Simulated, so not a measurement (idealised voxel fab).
process module | voxel spacer lines
cross-section cut | 255 nm wide | cells 5 nm
A cross-section is a grid of square cells, given in bands from the top down. A band is one or more rows of cells.
Each band's line starts with the height of the band's top and of its bottom, in nm. Then come its materials from left to right, each with its width in nm. One material with "throughout" fills the band from edge to edge. "air" is empty space.
Height 0 is the level under which the wafer as received is all one material. The lowest band goes on downwards, as in "0 down".
A width such as "30 to 40" changes by the same amount from each row of cells to the next, from the band's top row to its bottom row.
"no change" after a step means that no cell of the cross-section changed.
closed voids: empty space of 8 cells or more with no open way to the top, each as width x height at its distance from the left edge, in nm
after a step's settings: what the simulator itself notes on the step
overlay nm, on a step with a mask: how far to the right of its planned place the mask lay; to the left if negative
plan
1 op RECEIVE | material Si
2 op CONFORMAL_DEP | material Al2O3 | thk nm 10
3 op DIRECTIONAL_DEP | material TiN | thk nm 10
4 op DIRECTIONAL_DEP | material polySi | thk nm 30
5 op PATTERN | tone cover | mask id MANDREL | material resist | width nm 20 | pitch nm 60 | thk nm 35 | overlay nm 0
6 op DIRECTIONAL_ETCH | etch materials polySi | depth nm 30
7 op STRIP | etch materials resist
8 op CONFORMAL_DEP | material SiO2 | thk nm 10
9 op DIRECTIONAL_ETCH | etch materials SiO2 | depth nm 10
10 op STRIP | etch materials polySi
11 op DIRECTIONAL_ETCH | etch materials TiN | depth nm 10
12 op STRIP | etch materials SiO2
13 op FILL_DEP | material lowk | thk nm 5
14 op CMP | height nm 20
as received, after step 1
  0 down: Si throughout
  closed voids: none
a wafer at the end: this start, this plan, one mistake
  20 to 10: lowk 65 | TiN 10 | lowk 20 | TiN 10 | lowk 20 | TiN 10 | lowk 20 | TiN 10 | lowk 90
  10 to 0: Al2O3 throughout
  0 down: Si throughout
  closed voids: none
what went wrong: step 5 ran as: op PATTERN | tone cover | mask id MANDREL | material resist | width nm 20 | pitch nm 60 | thk nm 35 | overlay nm -10
